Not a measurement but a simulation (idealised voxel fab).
The name of this process module is voxel transistor to metal.
The figure presents cross-section cut, which has a width of 155 nm and is divided into square cells with an edge length of 5 nm.
Square cells in a grid make up a cross-section in this document, and the grid is given as bands, listed from the top down, each one or more rows of cells. The band entry comprises the height of the band's top followed by the height of its bottom, expressed in nm, and subsequently the band's materials from left to right, each stated together with its width in nm. Where a single material is marked with the word "full width", that material fills the band from edge to edge. The word "air" represents empty space. Height datum 0, below which the as-received substrate wafer is one material. Lowest band open at the bottom, running downward: "0 down". So if you see something like "30..40" for the width, read it as the top row of the band sitting at the first number and the bottom row at the second, with every row in between moving by the same amount as the last. Key: "nothing changed" - step with no changed cell in the cross-section. Entry "Voids lacking openings" = empty spaces >= 8 cells with no open way to the top; each as width x height at distance, distance from left edge, all nm. Whatever follows a step's settings on its line is a remark the simulator itself makes about that step. On any step carrying a mask, the "overlay nm" setting, if present on the step's line, tells how far right of its planned place the mask lay; negative values point to the left.

Set out below are the planned steps of the process:
1. RECEIVE (material Si)
2. OXIDIZE (depth nm 5)
3. CONFORMAL_DEP (material SiN; thk nm 10)
4. MASKED_ETCH (tone cover; mask id ACTIVE; width nm 120; etch materials SiN; depth nm 10; overlay nm 0)
5. MASKED_ETCH (tone cover; mask id ACTIVE; width nm 120; etch materials SiO2; depth nm 5; overlay nm 0)
6. MASKED_ETCH (tone cover; mask id ACTIVE; width nm 120; etch materials Si; depth nm 20; overlay nm 0)
7. FILL_DEP (material SiO2; thk nm 15)
8. CMP (height nm 10)
9. SELECTIVE_ETCH (etch materials SiO2; depth nm 10)
10. STRIP (etch materials SiN)
11. SELECTIVE_ETCH (etch materials SiO2; depth nm 5)
12. OXIDIZE (depth nm 5)
13. DIRECTIONAL_DEP (material polySi; thk nm 20)
14. DIRECTIONAL_DEP (material SiCN; thk nm 10)
15. MASKED_ETCH (tone cover; mask id GATE; width nm 30; etch materials SiCN; depth nm 20; overlay nm 0)
16. MASKED_ETCH (tone cover; mask id GATE; width nm 30; etch materials polySi; depth nm 30; overlay nm 0)
17. CONFORMAL_DEP (material SiN; thk nm 10)
18. DIRECTIONAL_ETCH (etch materials SiN; depth nm 10)
19. DIRECTIONAL_ETCH (etch materials SiO2; depth nm 5)
20. EPI (material pSi; thk nm 5)
21. FILL_DEP (material SiO2; thk nm 5)
22. CMP (height nm 15)
23. STRIP (etch materials polySi)
24. SELECTIVE_ETCH (etch materials SiO2; depth nm 5)
25. CONFORMAL_DEP (material HfO2; thk nm 5)
26. CONFORMAL_DEP (material TiN; thk nm 5)
27. FILL_DEP (material W; thk nm 10)
28. CMP (height nm 10)
29. DIRECTIONAL_DEP (material SiO2; thk nm 15)
30. PATTERN (tone open; mask id CONTACT; material resist; width nm 20; pitch nm 80; thk nm 15; overlay nm 0)
31. DIRECTIONAL_ETCH (etch materials SiO2; depth nm 30)
32. STRIP (etch materials resist)
33. CONFORMAL_DEP (material TiN; thk nm 5)
34. FILL_DEP (material W; thk nm 5)
35. CMP (height nm 25)
36. DIRECTIONAL_DEP (material TiN; thk nm 5)
37. DIRECTIONAL_DEP (material Ru; thk nm 20)
38. PATTERN (tone cover; mask id METAL_1; material resist; width nm 20; pitch nm 80; thk nm 15; overlay nm 0)
39. DIRECTIONAL_ETCH (etch materials Ru; depth nm 20)
40. DIRECTIONAL_ETCH (etch materials TiN; depth nm 5)
41. STRIP (etch materials resist)
42. FILL_DEP (material lowk; thk nm 5)
43. CMP (height nm 50)
44. CONFORMAL_DEP (material SiCN; thk nm 5)

Cross-section of the wafer as it came to us, i.e., already through step 1:
	0 down | Si full width
	Voids lacking openings: none

Cross-sectional image of the first of two wafers at the end of the module, the run having proceeded as planned:
	55 to 50 | SiCN full width
	50 to 30 | lowk 25 nm  Ru 20 nm  lowk 60 nm  Ru 20 nm  lowk 30 nm
	30 to 25 | lowk 25 nm  TiN 20 nm  lowk 60 nm  TiN 20 nm  lowk 30 nm
	25 to 10 | SiO2 25 nm  TiN 5 nm  W 10 nm  TiN 5 nm  SiO2 60 nm  TiN 5 nm  W 10 nm  TiN 5 nm  SiO2 30 nm
	10 to 0 | SiO2 25 nm  TiN 5 nm  W 10 nm  TiN 5 nm  SiO2 5 nm  SiN 10 nm  HfO2 5 nm  TiN 5 nm  W 10 nm  TiN 5 nm  HfO2 5 nm  SiN 10 nm  SiO2 5 nm  TiN 5 nm  W 10 nm  TiN 5 nm  SiO2 30 nm
	0 to -5 | SiO2 25 nm  TiN 20 nm  SiO2 5 nm  SiN 10 nm  HfO2 5 nm  TiN 20 nm  HfO2 5 nm  SiN 10 nm  SiO2 5 nm  TiN 20 nm  SiO2 30 nm
	-5 to -10 | SiO2 10 nm  pSi 40 nm  SiO2 5 nm  HfO2 40 nm  SiO2 5 nm  pSi 40 nm  SiO2 15 nm
	-10 to -25 | SiO2 15 nm  Si 120 nm  SiO2 20 nm
	-25 down | Si full width
	Voids lacking openings: none

This is the second of the two wafers, cross-sectioned at the end of the module; it started exactly like the first and was given the same plan, but it was run with one mistake:
	55 to 50 | SiCN full width
	50 to 30 | lowk 25 nm  Ru 20 nm  lowk 60 nm  Ru 20 nm  lowk 30 nm
	30 to 25 | lowk 25 nm  TiN 20 nm  lowk 60 nm  TiN 20 nm  lowk 30 nm
	25 to 10 | SiO2 25 nm  TiN 5 nm  W 10 nm  TiN 5 nm  SiO2 60 nm  TiN 5 nm  W 10 nm  TiN 5 nm  SiO2 30 nm
	10 to 0 | SiO2 25 nm  TiN 5 nm  W 10 nm  TiN 5 nm  SiO2 5 nm  SiN 10 nm  HfO2 5 nm  TiN 5 nm  W 10 nm  TiN 5 nm  HfO2 5 nm  SiN 10 nm  SiO2 5 nm  TiN 5 nm  W 10 nm  TiN 5 nm  SiO2 30 nm
	0 to -5 | SiO2 25 nm  TiN 20 nm  SiO2 5 nm  SiN 10 nm  HfO2 5 nm  TiN 20 nm  HfO2 5 nm  SiN 10 nm  SiO2 5 nm  TiN 20 nm  SiO2 30 nm
	-5 to -10 | SiO2 10 nm  pSi 40 nm  SiO2 5 nm  HfO2 40 nm  SiO2 5 nm  pSi 40 nm  SiO2 15 nm
	-10 to -45 | SiO2 15 nm  Si 120 nm  SiO2 20 nm
	-45 down | Si full width
	Voids lacking openings: none
So what did we get wrong on this run? step 6 of the plan was performed twice
Materials where the second wafer ends with more or fewer cells than the first: 28 fewer of Si, 28 more of SiO2
